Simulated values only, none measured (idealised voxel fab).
Title: Process Module voxel quadruple lines
Cross-section cut: width 300 nm, square cells of 5 nm.
Cross-section layout: square cells on a grid; listed as bands, top to bottom; a band spans one or more cell rows. Read a band's entry like this: the first values are the height of its top and the height of its bottom in nm, and what follows is the sequence of materials from left to right, each with its width in nm. Note that "blank" is empty space, and that a single material marked "edge to edge" reaches across the band from edge to edge. All heights in this document are referenced to 0, defined as the level beneath which the wafer, as received, consists entirely of one material. The lowest band is not bounded below; it extends indefinitely downward and is written in the form "0 -> down". Read "30..40" as a graded width: first number on top, second number at the bottom, same change between each pair of neighbouring rows. It should be understood that the words "nothing different", when stated for a given step, signify that the cross-section underwent no change in any of its cells during that step. Any empty space of 8 cells or more lacking an open way to the top shows up in "Non-vented voids" as width x height at distance, distance from the left edge, in nm. Text after the settings on a step's line: the simulator's own remark on that step. When a step includes a mask, the "overlay nm" setting on its line states how far to the right of its planned place that mask lay, and negative values state how far to the left.

The steps planned for the process are as follows:
step 1: RECEIVE with material Si
step 2: CONFORMAL_DEP with material Al2O3, thk nm 10
step 3: DIRECTIONAL_DEP with material W, thk nm 10
step 4: DIRECTIONAL_DEP with material polySi, thk nm 20
step 5: DIRECTIONAL_DEP with material aC, thk nm 25
step 6: PATTERN with tone cover, mask id MANDREL, material resist, width nm 25, pitch nm 80, thk nm 35, overlay nm 0
step 7: DIRECTIONAL_ETCH with etch materials aC, depth nm 25
step 8: STRIP with etch materials resist
step 9: CONFORMAL_DEP with material SiO2, thk nm 15
step 10: DIRECTIONAL_ETCH with etch materials SiO2, depth nm 15
step 11: STRIP with etch materials aC
step 12: DIRECTIONAL_ETCH with etch materials polySi, depth nm 20
step 13: STRIP with etch materials SiO2
step 14: CONFORMAL_DEP with material SiN, thk nm 5
step 15: DIRECTIONAL_ETCH with etch materials SiN, depth nm 5
step 16: STRIP with etch materials polySi
step 17: DIRECTIONAL_ETCH with etch materials W, depth nm 10
step 18: STRIP with etch materials SiN
step 19: FILL_DEP with material lowk, thk nm 10
step 20: CMP with height nm 20

Incoming wafer in cross-section (state: after step 1):
- 0 -> down: Si edge to edge
- Non-vented voids: none

First of two wafers, end-of-module section, run followed plan:
- 20 -> 10: 75 lowk, 5 W, 15 lowk, 5 W, 15 lowk, 5 W, 15 lowk, 5 W, 15 lowk, 5 W, 15 lowk, 5 W, 15 lowk, 5 W, 15 lowk, 5 W, 80 lowk
- 10 -> 0: Al2O3 edge to edge
- 0 -> down: Si edge to edge
- Non-vented voids: none

Cross-sectional view of the second of two wafers upon completion of the module. This wafer shared its starting condition and process plan with the first; one error was made during its execution:
- 20 -> 10: lowk edge to edge
- 10 -> 0: 75 lowk, 5 W, 15 lowk, 5 W, 15 lowk, 5 W, 15 lowk, 5 W, 15 lowk, 5 W, 15 lowk, 5 W, 15 lowk, 5 W, 15 lowk, 5 W, 80 lowk
- 0 -> down: Si edge to edge
- Non-vented voids: none
Short version of what went wrong: step 2 of the plan was excluded from execution and never run
End of process, cell counts, second wafer against first, materials with more or fewer: 120 fewer of Al2O3; 120 more of lowk
